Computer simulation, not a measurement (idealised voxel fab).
Presented below is a process module, voxel transistor to metal.
185 nm wide, 5 nm square cells: that's cross-section cut.
Bands, listed from the top down, are how a cross-section gets written in this document; the cross-section itself is a grid of square cells, and a band is one or more rows of them. The entry gives the band's vertical extent as a top height and a bottom height in nm, then its horizontal make-up as materials from left to right, each with a width in nm. "air" stands for empty space; a single material marked "throughout" fills the band edge to edge. Heights are expressed relative to 0, this being the level below which the as-received wafer comprises one material exclusively. The lowest band is unbounded in the downward direction and is denoted as in "from 0 down". Width "30->40": first value at the band's top row of cells, second value at its bottom row, equal change from row to row. For the purposes of this document, the phrase "changes: none" attached to a step denotes that no cell within the cross-section was modified by that step. What "closed voids" gives you is every empty space of 8 cells or more that is cut off from the top. Each appears as width x height at distance, with the distance taken from the left edge and width, height and distance all in nm. It should be noted that, on the line of a given step, the content following the step's settings is a remark produced by the simulator itself with respect to that step. overlay nm: mask offset rightward from planned place, masked step; negative means leftward offset.
# List of planned process steps
1) RECEIVE, material Si
2) CONFORMAL_DEP, material SiO2, thk nm 5
3) CONFORMAL_DEP, material SiN, thk nm 10
4) DIRECTIONAL_DEP, material aC, thk nm 10
5) PATTERN, tone cover, mask id ACTIVE, material resist, width nm 100, thk nm 25, overlay nm 0
6) DIRECTIONAL_ETCH, etch materials aC, depth nm 10
7) STRIP, etch materials resist
8) DIRECTIONAL_ETCH, etch materials SiN, depth nm 10
9) DIRECTIONAL_ETCH, etch materials SiO2, depth nm 5
10) DIRECTIONAL_ETCH, etch materials Si, depth nm 25
11) STRIP, etch materials aC
12) OXIDIZE, depth nm 5
13) FILL_DEP, material SiO2, thk nm 5
14) CMP, height nm 15
15) SELECTIVE_ETCH, etch materials SiO2, depth nm 5
16) STRIP, etch materials SiN
17) SELECTIVE_ETCH, etch materials SiO2, depth nm 5
18) OXIDIZE, depth nm 5
19) DIRECTIONAL_DEP, material polySi, thk nm 30
20) DIRECTIONAL_DEP, material SiCN, thk nm 15
21) DIRECTIONAL_DEP, material aC, thk nm 15
22) PATTERN, tone cover, mask id GATE, material resist, width nm 30, thk nm 35, overlay nm 0
23) DIRECTIONAL_ETCH, etch materials aC, depth nm 15
24) STRIP, etch materials resist
25) DIRECTIONAL_ETCH, etch materials SiCN, depth nm 25
26) DIRECTIONAL_ETCH, etch materials polySi, depth nm 40
27) STRIP, etch materials aC
28) CONFORMAL_DEP, material SiN, thk nm 5
29) DIRECTIONAL_ETCH, etch materials SiN, depth nm 5
30) DIRECTIONAL_ETCH, etch materials SiO2, depth nm 5
31) DIRECTIONAL_ETCH, etch materials Si, depth nm 10
32) EPI, material SiGe, thk nm 10
33) FILL_DEP, material SiO2, thk nm 5
34) CMP, height nm 30
35) STRIP, etch materials polySi
36) SELECTIVE_ETCH, etch materials SiO2, depth nm 5
37) CONFORMAL_DEP, material HfO2, thk nm 5
38) CONFORMAL_DEP, material TiN, thk nm 5
39) FILL_DEP, material W, thk nm 5
40) CMP, height nm 25
41) DIRECTIONAL_DEP, material SiO2, thk nm 15
42) PATTERN, tone open, mask id CONTACT, material resist, width nm 15, pitch nm 75, thk nm 20, overlay nm 0
43) DIRECTIONAL_ETCH, etch materials SiO2, depth nm 45
44) STRIP, etch materials resist
45) CONFORMAL_DEP, material TiN, thk nm 5
46) FILL_DEP, material W, thk nm 10
47) CMP, height nm 40
48) CONFORMAL_DEP, material SiCN, thk nm 5
49) DIRECTIONAL_DEP, material lowk, thk nm 15
50) MASKED_ETCH, tone open, mask id METAL_1, width nm 15, pitch nm 75, etch materials lowk, depth nm 15, overlay nm 0
51) MASKED_ETCH, tone open, mask id METAL_1, width nm 15, pitch nm 75, etch materials SiCN, depth nm 5, overlay nm 0
52) CONFORMAL_DEP, material TiN, thk nm 5
53) FILL_DEP, material Cu, thk nm 5
54) CMP, height nm 60
55) CONFORMAL_DEP, material SiCN, thk nm 5
56) DIRECTIONAL_DEP, material lowk, thk nm 35
57) DIRECTIONAL_DEP, material aC, thk nm 10
58) PATTERN, tone open, mask id METAL_2, material resist, width nm 15, pitch nm 75, thk nm 25, overlay nm 0
59) DIRECTIONAL_ETCH, etch materials aC, depth nm 10
60) STRIP, etch materials resist
61) DIRECTIONAL_ETCH, etch materials lowk, depth nm 20
62) STRIP, etch materials aC
63) DIRECTIONAL_DEP, material aC, thk nm 15
64) PATTERN, tone open, mask id METAL_2_HOLES, material resist, width nm 15, pitch nm 75, thk nm 30, overlay nm 0
65) DIRECTIONAL_ETCH, etch materials aC, depth nm 15
66) STRIP, etch materials resist
67) DIRECTIONAL_ETCH, etch materials lowk, depth nm 15
68) DIRECTIONAL_ETCH, etch materials SiCN, depth nm 5
69) STRIP, etch materials aC
70) CONFORMAL_DEP, material TiN, thk nm 5
71) FILL_DEP, material Cu, thk nm 10
72) CMP, height nm 90
73) CONFORMAL_DEP, material SiCN, thk nm 5
The value of height nm given for step 72 in the plan refers to the first wafer; the wafers vary in this setting and are alike at the start.
# Incoming state of the first of several wafers in cross-section: after step 1
	from 0 down = Si throughout
	closed voids: none
# Last step of the module is step 73; after it, the first of several wafers in cross-section
	from 95 to 90 = SiCN throughout
	from 90 to 65 = lowk 45, TiN 5, Cu 5, TiN 5, lowk 60, TiN 5, Cu 5, TiN 5, lowk 50
	from 65 to 60 = SiCN 45, TiN 15, SiCN 60, TiN 15, SiCN 50
	from 60 to 45 = lowk 45, TiN 5, Cu 5, TiN 5, lowk 60, TiN 5, Cu 5, TiN 5, lowk 50
	from 45 to 40 = SiCN 45, TiN 15, SiCN 60, TiN 15, SiCN 50
	from 40 to 25 = SiO2 45, TiN 5, W 5, TiN 5, SiO2 60, TiN 5, W 5, TiN 5, SiO2 50
	from 25 to 5 = SiO2 45, TiN 5, W 5, TiN 5, SiO2 10, SiN 5, HfO2 5, TiN 5, W 10, TiN 5, HfO2 5, SiN 5, SiO2 10, TiN 5, W 5, TiN 5, SiO2 50
	from 5 to 0 = SiO2 35, SiN 5, SiO2 5, TiN 5, W 5, TiN 5, SiGe 10, SiN 5, HfO2 5, TiN 20, HfO2 5, SiN 5, SiGe 10, TiN 5, W 5, TiN 5, SiO2 5, SiN 5, SiO2 40
	from 0 to -5 = SiO2 45, TiN 15, SiGe 10, HfO2 40, SiGe 10, TiN 15, SiO2 50
	from -5 to -15 = SiO2 45, SiGe 25, Si 40, SiGe 25, SiO2 50
	from -15 to -30 = SiO2 45, Si 90, SiO2 50
	from -30 down = Si throughout
	closed voids: none
# Last wafer, end of module, cross-section
	from 120 to 115 = SiCN throughout
	from 115 to 105 = Cu throughout
	from 105 to 100 = TiN 50, Cu 5, TiN 70, Cu 5, TiN 55
	from 100 to 65 = lowk 45, TiN 5, Cu 5, TiN 5, lowk 60, TiN 5, Cu 5, TiN 5, lowk 50
	from 65 to 60 = SiCN 45, TiN 15, SiCN 60, TiN 15, SiCN 50
	from 60 to 45 = lowk 45, TiN 5, Cu 5, TiN 5, lowk 60, TiN 5, Cu 5, TiN 5, lowk 50
	from 45 to 40 = SiCN 45, TiN 15, SiCN 60, TiN 15, SiCN 50
	from 40 to 25 = SiO2 45, TiN 5, W 5, TiN 5, SiO2 60, TiN 5, W 5, TiN 5, SiO2 50
	from 25 to 5 = SiO2 45, TiN 5, W 5, TiN 5, SiO2 10, SiN 5, HfO2 5, TiN 5, W 10, TiN 5, HfO2 5, SiN 5, SiO2 10, TiN 5, W 5, TiN 5, SiO2 50
	from 5 to 0 = SiO2 35, SiN 5, SiO2 5, TiN 5, W 5, TiN 5, SiGe 10, SiN 5, HfO2 5, TiN 20, HfO2 5, SiN 5, SiGe 10, TiN 5, W 5, TiN 5, SiO2 5, SiN 5, SiO2 40
	from 0 to -5 = SiO2 45, TiN 15, SiGe 10, HfO2 40, SiGe 10, TiN 15, SiO2 50
	from -5 to -15 = SiO2 45, SiGe 25, Si 40, SiGe 25, SiO2 50
	from -15 to -30 = SiO2 45, Si 90, SiO2 50
	from -30 down = Si throughout
	closed voids: none
# Take any row and you have a wafer at the end of the module: how many cells of each material it has gained (+) or lost (-) since it was received, and then its closed voids
height nm 90, +16 Cu, +18 HfO2, -152 Si, +99 SiCN, +28 SiGe, +12 SiN, +316 SiO2, +94 TiN, +24 W, +248 lowk, closed voids: none
height nm 95, +18 Cu, +18 HfO2, -152 Si, +99 SiCN, +28 SiGe, +12 SiN, +316 SiO2, +98 TiN, +24 W, +279 lowk, closed voids: none
height nm 100, +20 Cu, +18 HfO2, -152 Si, +99 SiCN, +28 SiGe, +12 SiN, +316 SiO2, +102 TiN, +24 W, +310 lowk, closed voids: none
height nm 105, +22 Cu, +18 HfO2, -152 Si, +99 SiCN, +28 SiGe, +12 SiN, +316 SiO2, +137 TiN, +24 W, +310 lowk, closed voids: none
height nm 110, +59 Cu, +18 HfO2, -152 Si, +99 SiCN, +28 SiGe, +12 SiN, +316 SiO2, +137 TiN, +24 W, +310 lowk, closed voids: none
height nm 115, +96 Cu, +18 HfO2, -152 Si, +99 SiCN, +28 SiGe, +12 SiN, +316 SiO2, +137 TiN, +24 W, +310 lowk, closed voids: none
